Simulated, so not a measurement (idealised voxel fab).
process module | voxel air gaps
cross-section cut | 155 nm wide | cells 5 nm
A cross-section is a grid of square cells, given in bands from the top down. A band is one or more rows of cells.
Each band's line starts with the height of the band's top and of its bottom, in nm. Then come its materials from left to right, each with its width in nm. One material with "throughout" fills the band from edge to edge. "air" is empty space.
Height 0 is the level under which the wafer as received is all one material. The lowest band goes on downwards, as in "0 down".
A width such as "30 to 40" changes by the same amount from each row of cells to the next, from the band's top row to its bottom row.
"no change" after a step means that no cell of the cross-section changed.
closed voids: empty space of 8 cells or more with no open way to the top, each as width x height at its distance from the left edge, in nm
after a step's settings: what the simulator itself notes on the step
overlay nm, on a step with a mask: how far to the right of its planned place the mask lay; to the left if negative
plan
1 op RECEIVE | material Si
2 op CONFORMAL_DEP | material SiO2 | thk nm 10
3 op CONFORMAL_DEP | material SiN | thk nm 5
4 op DIRECTIONAL_DEP | material SiO2 | thk nm 30
5 op DIRECTIONAL_DEP | material aC | thk nm 10
6 op PATTERN | tone open | mask id LINES | material resist | width nm 20 | pitch nm 45 | thk nm 30 | overlay nm -5
7 op DIRECTIONAL_ETCH | etch materials aC | depth nm 10
8 op STRIP | etch materials resist
9 op DIRECTIONAL_ETCH | etch materials SiO2 | depth nm 30
10 op STRIP | etch materials aC
11 op CONFORMAL_DEP | material TiN | thk nm 5
12 op FILL_DEP | material Ru | thk nm 5
13 op CMP | height nm 45
14 op EPI | material Ru | thk nm 10
15 op SELECTIVE_ETCH | etch materials SiO2 | depth nm 40
16 op CONFORMAL_DEP | material SiCN | thk nm 5
varied across the wafers: overlay nm of step 6. The plan shows the first wafer's value. All wafers start alike
first wafer as received, after step 1
  0 down: Si throughout
  closed voids: none
first wafer at the end, after step 16
  60 to 55: SiCN 140 | air 15
  55 to 45: SiCN 5 | Ru 40 | SiCN 5 | Ru 40 | SiCN 5 | Ru 40 | SiCN 5 | air 15
  45 to 40: SiCN 15 | TiN 5 | Ru 10 | TiN 5 | SiCN 25 | TiN 5 | Ru 10 | TiN 5 | SiCN 25 | TiN 5 | Ru 10 | TiN 5 | SiCN 15 | air 15
  40 to 20: air 10 | SiCN 5 | TiN 5 | Ru 10 | TiN 5 | SiCN 5 | air 15 | SiCN 5 | TiN 5 | Ru 10 | TiN 5 | SiCN 5 | air 15 | SiCN 5 | TiN 5 | Ru 10 | TiN 5 | SiCN 5 | air 25
  20 to 15: SiCN 15 | TiN 20 | SiCN 25 | TiN 20 | SiCN 25 | TiN 20 | SiCN 30
  15 to 10: SiN throughout
  10 to 0: SiO2 throughout
  0 down: Si throughout
  closed voids: 10 x 20 at 0; 15 x 20 at 40; 15 x 20 at 85
last wafer at the end
  60 to 55: air 15 | SiCN 140
  55 to 45: air 15 | SiCN 5 | Ru 40 | SiCN 5 | Ru 40 | SiCN 5 | Ru 40 | SiCN 5
  45 to 40: air 15 | SiCN 15 | TiN 5 | Ru 10 | TiN 5 | SiCN 25 | TiN 5 | Ru 10 | TiN 5 | SiCN 25 | TiN 5 | Ru 10 | TiN 5 | SiCN 15
  40 to 20: air 25 | SiCN 5 | TiN 5 | Ru 10 | TiN 5 | SiCN 5 | air 15 | SiCN 5 | TiN 5 | Ru 10 | TiN 5 | SiCN 5 | air 15 | SiCN 5 | TiN 5 | Ru 10 | TiN 5 | SiCN 5 | air 10
  20 to 15: SiCN 30 | TiN 20 | SiCN 25 | TiN 20 | SiCN 25 | TiN 20 | SiCN 15
  15 to 10: SiN throughout
  10 to 0: SiO2 throughout
  0 down: Si throughout
  closed voids: 15 x 20 at 55; 15 x 20 at 100; 10 x 20 at 145
each wafer at the end: cells of each material gained (+) or lost (-) since it was received, then its closed voids
overlay nm -5 | +78 Ru | +95 SiCN | +31 SiN | +62 SiO2 | +42 TiN | closed voids: 10 x 20 at 0; 15 x 20 at 40; 15 x 20 at 85
overlay nm 0 | +78 Ru | +95 SiCN | +31 SiN | +62 SiO2 | +42 TiN | closed voids: 15 x 20 at 45; 15 x 20 at 90
overlay nm 5 | +78 Ru | +95 SiCN | +31 SiN | +62 SiO2 | +42 TiN | closed voids: 15 x 20 at 50; 15 x 20 at 95
overlay nm 10 | +78 Ru | +95 SiCN | +31 SiN | +62 SiO2 | +42 TiN | closed voids: 15 x 20 at 55; 15 x 20 at 100; 10 x 20 at 145
